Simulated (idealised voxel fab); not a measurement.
The name of this process module is voxel plated lines.
Each square cell in cross-section cut measures 5 nm, and the section as a whole is 170 nm wide.
Cross-section spec: square-cell grid; bands listed top down; each band is one or more rows. First you get the band's top height and its bottom height, in nm, and then the materials it's made of, left to right, with each width in nm. If you see a single material with "throughout", that one covers the band edge to edge. "empty" is empty space. Where do heights start? At 0: under that level the wafer as delivered is made of one material only. And the lowest band has no floor; it just carries on downward, as in "0 -> down". Quick explanation for "30..40": the width changes in equal steps down the rows of cells, from the first number in the band's top row to the second number in its bottom row. Take "nothing different" at face value: in the step it is given for, the cross-section changed in none of its cells. What "Closed void register" gives you is every empty space of 8 cells or more that is cut off from the top. Each appears as width x height at distance, with the distance taken from the left edge and width, height and distance all in nm. Whatever follows a step's settings on its line is a remark the simulator itself makes about that step. overlay nm: how far to the right of its planned place the mask lay on this masked step (negative: to the left).
## Steps planned for the process
| 1 | RECEIVE with material Si |
| 2 | CONFORMAL_DEP with material SiN, thk nm 5 |
| 3 | DIRECTIONAL_DEP with material TiN, thk nm 5 |
| 4 | PATTERN with tone open, mask id LINES, material resist, width nm 25, pitch nm 40, thk nm 25, overlay nm 0 |
| 5 | EPI with material Ru, thk nm 5 |
| 6 | EPI with material Ru, thk nm 5 |
| 7 | STRIP with etch materials resist |
| 8 | DIRECTIONAL_ETCH with etch materials TiN, depth nm 5 |
| 9 | CONFORMAL_DEP with material SiO2, thk nm 5 |
## Wafer as received: cross-section following step 1
> 0 -> down: Si throughout
> Closed void register: none
## First of two wafers, end-of-module section, run followed plan
> 25 -> 20: empty: 45, SiO2: 35, empty: 5, SiO2: 35, empty: 50
> 20 -> 10: empty: 45, SiO2: 5, Ru: 25, SiO2: 5, empty: 5, SiO2: 5, Ru: 25, SiO2: 5, empty: 50
> 10 -> 5: SiO2: 50, TiN: 25, SiO2: 15, TiN: 25, SiO2: 55
> 5 -> 0: SiN throughout
> 0 -> down: Si throughout
> Closed void register: none
## Cross-section of the latter of the two wafers at module completion. It had an identical start and an identical plan to the former; in running it, one mistake was made
> 25 -> 20: empty: 50, SiO2: 25, empty: 15, SiO2: 25, empty: 55
> 20 -> 10: empty: 50, SiO2: 5, Ru: 15, SiO2: 5, empty: 15, SiO2: 5, Ru: 15, SiO2: 5, empty: 55
> 10 -> 5: SiO2: 55, TiN: 15, SiO2: 25, TiN: 15, SiO2: 60
> 5 -> 0: SiN throughout
> 0 -> down: Si throughout
> Closed void register: none
Want to know what went wrong? step 4 went in with a setting other than planned; the actual run was PATTERN with tone open, mask id LINES, material resist, width nm 15, pitch nm 40, thk nm 25, overlay nm 0
Final tally in cells, some materials are higher or lower on the second wafer than on the first: Ru: 8 fewer; TiN: 4 fewer
